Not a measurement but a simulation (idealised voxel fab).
process module | voxel capacitor over wiring
cross-section cut | 265 nm wide | cells 5 nm
A cross-section is a grid of square cells, given in bands from the top down. A band is one or more rows of cells.
Each band's line starts with the height of the band's top and of its bottom, in nm. Then come its materials from left to right, each with its width in nm. One material with "throughout" fills the band from edge to edge. "air" is empty space.
Height 0 is the level under which the wafer as received is all one material. The lowest band goes on downwards, as in "0 down".
A width such as "30 to 40" changes by the same amount from each row of cells to the next, from the band's top row to its bottom row.
"no change" after a step means that no cell of the cross-section changed.
closed voids: empty space of 8 cells or more with no open way to the top, each as width x height at its distance from the left edge, in nm
after a step's settings: what the simulator itself notes on the step
overlay nm, on a step with a mask: how far to the right of its planned place the mask lay; to the left if negative
plan
1 op RECEIVE | material Si
2 op CONFORMAL_DEP | material SiO2 | thk nm 10
3 op DIRECTIONAL_DEP | material TiN | thk nm 5
4 op DIRECTIONAL_DEP | material W | thk nm 25
5 op DIRECTIONAL_DEP | material aC | thk nm 10
6 op PATTERN | tone cover | mask id METAL_1 | material resist | width nm 20 | pitch nm 80 | thk nm 25 | overlay nm 0
7 op DIRECTIONAL_ETCH | etch materials aC | depth nm 10
8 op STRIP | etch materials resist
9 op DIRECTIONAL_ETCH | etch materials W | depth nm 25
10 op DIRECTIONAL_ETCH | etch materials TiN | depth nm 5
11 op STRIP | etch materials aC
12 op CONFORMAL_DEP | material SiCN | thk nm 5
13 op FILL_DEP | material SiO2 | thk nm 10
14 op CMP | height nm 40
15 op CONFORMAL_DEP | material SiCN | thk nm 5
16 op DIRECTIONAL_DEP | material SiO2 | thk nm 20
17 op PATTERN | tone open | mask id PLUG_1 | material resist | width nm 15 | thk nm 20 | overlay nm 0
18 op DIRECTIONAL_ETCH | etch materials SiO2 | depth nm 20
19 op DIRECTIONAL_ETCH | etch materials SiCN | depth nm 5
20 op STRIP | etch materials resist
21 op EPI | material Ru | thk nm 10
22 op EPI | material Ru | thk nm 10
23 op EPI | material Ru | thk nm 5
24 op DIRECTIONAL_DEP | material TiN | thk nm 10
25 op DIRECTIONAL_DEP | material Al2O3 | thk nm 5
26 op DIRECTIONAL_DEP | material TiN | thk nm 10
27 op MASKED_ETCH | tone cover | mask id UPPER_PLATE | width nm 65 | etch materials TiN | depth nm 10 | overlay nm 0
28 op MASKED_ETCH | tone cover | mask id UPPER_PLATE | width nm 65 | etch materials Al2O3 | depth nm 5 | overlay nm 0
29 op PATTERN | tone cover | mask id LOWER_PLATE | material resist | width nm 75 | thk nm 20 | overlay nm 0
30 op DIRECTIONAL_ETCH | etch materials TiN | depth nm 10
31 op STRIP | etch materials resist
32 op FILL_DEP | material SiO2 | thk nm 20
33 op CMP | height nm 105
34 op MASKED_ETCH | tone open | mask id PLUG_2 | width nm 15 | etch materials SiO2 | depth nm 15 | overlay nm -15
35 op CONFORMAL_DEP | material TiN | thk nm 5
36 op FILL_DEP | material Ru | thk nm 10
37 op CMP | height nm 105
38 op CONFORMAL_DEP | material SiN | thk nm 5
varied across the wafers: overlay nm of step 34. The plan shows the first wafer's value. All wafers start alike
first wafer as received, after step 1
  0 down: Si throughout
  closed voids: none
each wafer at the end: cells of each material gained (+) or lost (-) since it was received, then its closed voids
overlay nm -15 | +13 Al2O3 | +17 Ru | +115 SiCN | +53 SiN | +857 SiO2 | +71 TiN | +40 W | closed voids: none
overlay nm -10 | +13 Al2O3 | +17 Ru | +115 SiCN | +53 SiN | +857 SiO2 | +71 TiN | +40 W | closed voids: none
overlay nm -5 | +13 Al2O3 | +17 Ru | +115 SiCN | +53 SiN | +857 SiO2 | +71 TiN | +40 W | closed voids: none
overlay nm 0 | +13 Al2O3 | +17 Ru | +115 SiCN | +53 SiN | +857 SiO2 | +71 TiN | +40 W | closed voids: none
overlay nm 5 | +13 Al2O3 | +17 Ru | +115 SiCN | +53 SiN | +857 SiO2 | +71 TiN | +40 W | closed voids: none
overlay nm 10 | +13 Al2O3 | +17 Ru | +115 SiCN | +53 SiN | +857 SiO2 | +71 TiN | +40 W | closed voids: none
overlay nm 15 | +13 Al2O3 | +17 Ru | +115 SiCN | +53 SiN | +857 SiO2 | +71 TiN | +40 W | closed voids: none
